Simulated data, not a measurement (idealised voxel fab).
Process module name: voxel self aligned vias
Displayed cross-section: cut, width of 155 nm, square cells sized 5 nm.
A cross-section is a grid of square cells, given in bands from the top down. A band is one or more rows of cells. It is stipulated that each band's entry specify, in nanometres, the height of the top of the band and then that of its bottom, followed by the materials of the band in left-to-right sequence, each together with its width in nanometres. A single material marked by the word "throughout" is understood to fill the band from edge to edge; the word "blank" is understood to denote empty space. For the purposes of this specification, 0 denotes the height below which the wafer in its as-received condition is composed wholly of one material, and the lowermost band, lacking a lower limit, extends downward without end, as expressed in "0 nm and below". So if you see something like "30..40" for the width, read it as the top row of the band sitting at the first number and the bottom row at the second, with every row in between moving by the same amount as the last. The cross-section has no changed cell in any step marked "remained unchanged". "Closed void catalog" - sealed voids, min. 8 cells, no opening to top; format: width x height at distance (distance from left edge; nm throughout). If you see something after the settings on a step's line, that's the simulator's own remark about that step. overlay nm: where the mask lay relative to plan, measured to the right, on steps with a mask; negatives go left. Before/after cross-section pairs, one process step each; after shown to lowest changed band; step and settings beneath. Pairs may be from different runs of this module on the same starting wafer; a pair continues from the one above only where its "Before the step" entry says so.

Before the step:
	60 nm to 40 nm = lowk=20, blank=30, lowk=15, blank=30, lowk=15, blank=30, lowk=15
	40 nm to 35 nm = lowk=20, blank=20, lowk=25, blank=20, lowk=25, blank=20, lowk=25
	35 nm to 20 nm = lowk=20, TiN=5, W=10, TiN=5, lowk=25, TiN=5, W=10, TiN=5, lowk=25, TiN=5, W=10, TiN=5, lowk=25
	20 nm to 15 nm = lowk=20, TiN=20, lowk=25, TiN=20, lowk=25, TiN=20, lowk=25
	15 nm to 10 nm = SiCN throughout
	10 nm to 0 nm = SiO2 throughout
	0 nm and below = Si throughout
	Closed void catalog: none

Post-Step Snapshot:
	65 nm to 60 nm = TiN=25, blank=20, TiN=25, blank=20, TiN=25, blank=20, TiN=20
	60 nm to 45 nm = lowk=20, TiN=5, blank=20, TiN=5, lowk=15, TiN=5, blank=20, TiN=5, lowk=15, TiN=5, blank=20, TiN=5, lowk=15
	45 nm to 40 nm = lowk=20, TiN=5, blank=10, TiN=15, lowk=15, TiN=5, blank=10, TiN=15, lowk=15, TiN=5, blank=10, TiN=15, lowk=15
	40 nm to 35 nm = lowk=20, TiN=20, lowk=25, TiN=20, lowk=25, TiN=20, lowk=25
	Rest of section, below 35: as before.
	Closed void catalog: none
Looking at the two cross-sections above, the step in the middle is CONFORMAL_DEP [material TiN] [thk nm 5]

Before the step: no separate figure, the pair right above already shows it after its step.

Post-Step Snapshot:
	75 nm to 65 nm = W throughout
	65 nm to 60 nm = TiN=25, W=20, TiN=25, W=20, TiN=25, W=20, TiN=20
	60 nm to 45 nm = lowk=20, TiN=5, W=20, TiN=5, lowk=15, TiN=5, W=20, TiN=5, lowk=15, TiN=5, W=20, TiN=5, lowk=15
	45 nm to 40 nm = lowk=20, TiN=5, W=10, TiN=15, lowk=15, TiN=5, W=10, TiN=15, lowk=15, TiN=5, W=10, TiN=15, lowk=15
	Rest of section, below 40: as before.
	Closed void catalog: none
Looking at the two cross-sections above, the step in the middle is FILL_DEP [material W] [thk nm 10]

Before the step: no separate figure, the pair right above already shows it after its step.

Post-Step Snapshot:
	60 nm to 45 nm = lowk=20, TiN=5, W=20, TiN=5, lowk=15, TiN=5, W=20, TiN=5, lowk=15, TiN=5, W=20, TiN=5, lowk=15
	Rest of section, below 45: as before.
	Closed void catalog: none
Looking at the two cross-sections above, the step in the middle is CMP [height nm 60]

Before the step: no separate figure, the pair right above already shows it after its step.

Post-Step Snapshot:
	65 nm to 60 nm = SiN throughout
	Rest of section, below 60: as before.
	Closed void catalog: none
Looking at the two cross-sections above, the step in the middle is CONFORMAL_DEP [material SiN] [thk nm 5]

Before the step:
	40 nm to 35 nm = lowk=20, SiN=20, lowk=25, SiN=20, lowk=25, SiN=20, lowk=25
	35 nm to 20 nm = lowk=20, TiN=5, W=10, TiN=5, lowk=25, TiN=5, W=10, TiN=5, lowk=25, TiN=5, W=10, TiN=5, lowk=25
	20 nm to 15 nm = lowk=20, TiN=20, lowk=25, TiN=20, lowk=25, TiN=20, lowk=25
	15 nm to 10 nm = SiCN throughout
	10 nm to 0 nm = SiO2 throughout
	0 nm and below = Si throughout
	Closed void catalog: none

Post-Step Snapshot:
	60 nm to 40 nm = W throughout
	Rest of section, below 40: as before.
	Closed void catalog: none
Looking at the two cross-sections above, the step in the middle is DIRECTIONAL_DEP [material W] [thk nm 20]

Before the step: no separate figure, the pair right above already shows it after its step.

Post-Step Snapshot:
	75 nm to 60 nm = resist=15, blank=30, resist=15, blank=30, resist=15, blank=30, resist=20
	Rest of section, below 60: as before.
	Closed void catalog: none
Looking at the two cross-sections above, the step in the middle is PATTERN [tone open] [mask id VIAS] [material resist] [width nm 30] [pitch nm 45] [thk nm 15] [overlay nm 0]

Before the step: no separate figure, the pair right above already shows it after its step.

Post-Step Snapshot:
	60 nm to 40 nm = W throughout
	Rest of section, below 40: as before.
	Closed void catalog: none
Looking at the two cross-sections above, the step in the middle is STRIP [etch materials resist]

Before the step: no separate figure, the pair right above already shows it after its step.

Post-Step Snapshot:
	65 nm to 60 nm = TiN throughout
	Rest of section, below 60: as before.
	Closed void catalog: none
Looking at the two cross-sections above, the step in the middle is CONFORMAL_DEP [material TiN] [thk nm 5]

Before the step: no separate figure, the pair right above already shows it after its step.

Post-Step Snapshot:
	75 nm to 65 nm = W throughout
	Rest of section, below 65: as before.
	Closed void catalog: none
Looking at the two cross-sections above, the step in the middle is FILL_DEP [material W] [thk nm 10]

Before the step: no separate figure, the pair right above already shows it after its step.

Post-Step Snapshot:
	60 nm to 40 nm = W throughout
	Rest of section, below 40: as before.
	Closed void catalog: none
Looking at the two cross-sections above, the step in the middle is CMP [height nm 60]

Before the step: no separate figure, the pair right above already shows it after its step.

Post-Step Snapshot:
	65 nm to 60 nm = SiN throughout
	Rest of section, below 60: as before.
	Closed void catalog: none
Looking at the two cross-sections above, the step in the middle is CONFORMAL_DEP [material SiN] [thk nm 5]

Before the step:
	60 nm to 40 nm = lowk throughout
	40 nm to 35 nm = lowk=20, SiN=20, lowk=25, SiN=20, lowk=25, SiN=20, lowk=25
	35 nm to 20 nm = lowk=20, TiN=5, W=10, TiN=5, lowk=25, TiN=5, W=10, TiN=5, lowk=25, TiN=5, W=10, TiN=5, lowk=25
	20 nm to 15 nm = lowk=20, TiN=20, lowk=25, TiN=20, lowk=25, TiN=20, lowk=25
	15 nm to 10 nm = SiCN throughout
	10 nm to 0 nm = SiO2 throughout
	0 nm and below = Si throughout
	Closed void catalog: none

Post-Step Snapshot:
	75 nm to 60 nm = blank=15, resist=30, blank=15, resist=30, blank=15, resist=30, blank=20
	Rest of section, below 60: as before.
	Closed void catalog: none
Looking at the two cross-sections above, the step in the middle is PATTERN [tone cover] [mask id VIAS] [material resist] [width nm 30] [pitch nm 45] [thk nm 15] [overlay nm 0]

Before the step: no separate figure, the pair right above already shows it after its step.

Post-Step Snapshot:
	75 nm to 60 nm = blank=15, resist=30, blank=15, resist=30, blank=15, resist=30, blank=20
	60 nm to 40 nm = blank=15, lowk=30, blank=15, lowk=30, blank=15, lowk=30, blank=20
	Rest of section, below 40: as before.
	Closed void catalog: none
Looking at the two cross-sections above, the step in the middle is DIRECTIONAL_ETCH [etch materials lowk] [depth nm 20]

Before the step: no separate figure, the pair right above already shows it after its step.

Post-Step Snapshot:
	60 nm to 40 nm = blank=15, lowk=30, blank=15, lowk=30, blank=15, lowk=30, blank=20
	Rest of section, below 40: as before.
	Closed void catalog: none
Looking at the two cross-sections above, the step in the middle is STRIP [etch materials resist]

Before the step: no separate figure, the pair right above already shows it after its step.

Post-Step Snapshot:
	65 nm to 60 nm = blank=10, TiN=40, blank=5, TiN=40, blank=5, TiN=40, blank=15
	60 nm to 45 nm = blank=10, TiN=5, lowk=30, TiN=5, blank=5, TiN=5, lowk=30, TiN=5, blank=5, TiN=5, lowk=30, TiN=5, blank=15
	45 nm to 40 nm = TiN=15, lowk=30, TiN=15, lowk=30, TiN=15, lowk=30, TiN=20
	Rest of section, below 40: as before.
	Closed void catalog: none
Looking at the two cross-sections above, the step in the middle is CONFORMAL_DEP [material TiN] [thk nm 5]

Before the step: no separate figure, the pair right above already shows it after its step.

Post-Step Snapshot:
	75 nm to 65 nm = W throughout
	65 nm to 60 nm = W=10, TiN=40, W=5, TiN=40, W=5, TiN=40, W=15
	60 nm to 45 nm = W=10, TiN=5, lowk=30, TiN=5, W=5, TiN=5, lowk=30, TiN=5, W=5, TiN=5, lowk=30, TiN=5, W=15
	Rest of section, below 45: as before.
	Closed void catalog: none
Looking at the two cross-sections above, the step in the middle is FILL_DEP [material W] [thk nm 10]

Before the step: no separate figure, the pair right above already shows it after its step.

Post-Step Snapshot:
	60 nm to 45 nm = W=10, TiN=5, lowk=30, TiN=5, W=5, TiN=5, lowk=30, TiN=5, W=5, TiN=5, lowk=30, TiN=5, W=15
	Rest of section, below 45: as before.
	Closed void catalog: none
Looking at the two cross-sections above, the step in the middle is CMP [height nm 60]

Before the step: no separate figure, the pair right above already shows it after its step.

Post-Step Snapshot:
	65 nm to 60 nm = SiN throughout
	Rest of section, below 60: as before.
	Closed void catalog: none
Looking at the two cross-sections above, the step in the middle is CONFORMAL_DEP [material SiN] [thk nm 5]
